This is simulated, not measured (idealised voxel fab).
Herein follows the process module entitled voxel air gaps.
Each square cell in cross-section cut measures 5 nm, and the section as a whole is 170 nm wide.
Think of the cross-section as a grid of square cells. We describe it in bands, top to bottom, and each band covers one or more rows of those cells.
Band: top and bottom heights (nm) first, top before bottom; then materials from left to right, widths in nm. "full width" marks a sole material filling the band edge to edge. "air" denotes empty space.
Basically, 0 is our baseline, since under it the wafer straight out of the box is all one material. The bottom band has no lower end and keeps on going down, so it looks like "0..down".
Per-row width for "30->40": begins at first number (top row of band), ends at second number (bottom row), increment between rows held constant.
The designation "no modification", where it is given for a processing step, indicates that no cell of the cross-section was altered in the course of that step.
Voids not open to the top, 8 cells minimum: see "Enclosed void catalog". Written width x height at distance; distance is from the left edge; nm.
Step line, after settings: the simulator's comment on this step.
What "overlay nm" on a step's line means: if the step has a mask, that mask lay this far to the right of its planned place, or, when the value is negative, to the left.
So here's the lineup of process steps we planned:
| 1 | op RECEIVE | material Si |
| 2 | op CONFORMAL_DEP | material SiO2 | thk nm 15 |
| 3 | op CONFORMAL_DEP | material SiCN | thk nm 5 |
| 4 | op DIRECTIONAL_DEP | material lowk | thk nm 30 |
| 5 | op MASKED_ETCH | tone open | mask id LINES | width nm 15 | pitch nm 45 | etch materials lowk | depth nm 30 | overlay nm 0 |
| 6 | op CONFORMAL_DEP | material TiN | thk nm 5 |
| 7 | op FILL_DEP | material Cu | thk nm 10 |
| 8 | op CMP | height nm 50 |
| 9 | op EPI | material Ru | thk nm 10 |
| 10 | op SELECTIVE_ETCH | etch materials lowk | depth nm 40 |
| 11 | op CONFORMAL_DEP | material SiCN | thk nm 5 |
Account of the first of two wafers, which was processed as intended:
Cross-section of the wafer upon arrival, representing the state reached after step 1:
> 0..down = Si full width
> Enclosed void catalog: none
Wafer xsec, post step 2:
> 15..0 = SiO2 full width
> Unchanged below 0.
Wafer xsec, post step 3:
> 20..15 = SiCN full width
> Unchanged below 15.
Wafer xsec, post step 4:
> 50..20 = lowk full width
> Unchanged below 20.
Wafer xsec, post step 5:
> 50..20 = lowk (30), air (15), lowk (30), air (15), lowk (30), air (15), lowk (35)
> Unchanged below 20.
Wafer xsec, post step 6:
> 55..50 = TiN (35), air (5), TiN (40), air (5), TiN (40), air (5), TiN (40)
> 50..25 = lowk (30), TiN (5), air (5), TiN (5), lowk (30), TiN (5), air (5), TiN (5), lowk (30), TiN (5), air (5), TiN (5), lowk (35)
> 25..20 = lowk (30), TiN (15), lowk (30), TiN (15), lowk (30), TiN (15), lowk (35)
> Unchanged below 20.
Wafer xsec, post step 7:
> 65..55 = Cu full width
> 55..50 = TiN (35), Cu (5), TiN (40), Cu (5), TiN (40), Cu (5), TiN (40)
> 50..25 = lowk (30), TiN (5), Cu (5), TiN (5), lowk (30), TiN (5), Cu (5), TiN (5), lowk (30), TiN (5), Cu (5), TiN (5), lowk (35)
> Unchanged below 25.
Wafer xsec, post step 8:
> 50..25 = lowk (30), TiN (5), Cu (5), TiN (5), lowk (30), TiN (5), Cu (5), TiN (5), lowk (30), TiN (5), Cu (5), TiN (5), lowk (35)
> Unchanged below 25.
Wafer xsec, post step 9:
> 60..50 = air (20), Ru (35), air (10), Ru (35), air (10), Ru (35), air (25)
> Unchanged below 50.
Wafer xsec, post step 10:
> 60..50 = air (20), Ru (35), air (10), Ru (35), air (10), Ru (35), air (25)
> 50..25 = air (30), TiN (5), Cu (5), TiN (5), air (30), TiN (5), Cu (5), TiN (5), air (30), TiN (5), Cu (5), TiN (5), air (35)
> 25..20 = air (30), TiN (15), air (30), TiN (15), air (30), TiN (15), air (35)
> Unchanged below 20.
Wafer xsec, post step 11:
> 65..60 = air (15), SiCN (135), air (20)
> 60..50 = air (15), SiCN (5), Ru (35), SiCN (10), Ru (35), SiCN (10), Ru (35), SiCN (5), air (20)
> 50..45 = air (15), SiCN (15), TiN (5), Cu (5), TiN (5), SiCN (30), TiN (5), Cu (5), TiN (5), SiCN (30), TiN (5), Cu (5), TiN (5), SiCN (15), air (20)
> 45..25 = air (25), SiCN (5), TiN (5), Cu (5), TiN (5), SiCN (5), air (20), SiCN (5), TiN (5), Cu (5), TiN (5), SiCN (5), air (20), SiCN (5), TiN (5), Cu (5), TiN (5), SiCN (5), air (30)
> 25..20 = SiCN (30), TiN (15), SiCN (30), TiN (15), SiCN (30), TiN (15), SiCN (35)
> Unchanged below 20.
> Enclosed void catalog: 20 x 20 at 50; 20 x 20 at 95
Companion wafer, the second of two: same beginning, same intended sequence, one mistake in carrying it out; through step 10 inclusive it tracks the first exactly:
Cross-section of the second wafer corresponding to the planned conclusion of step 11: no modification
Plan not followed: plan step 11 never ran because it was skipped
Bottom line after processing is that, in cells, the second wafer is up or down on some materials versus the first: SiCN: 106 fewer
First wafer closed voids (final) = 2; second wafer closed voids (final) = 0.
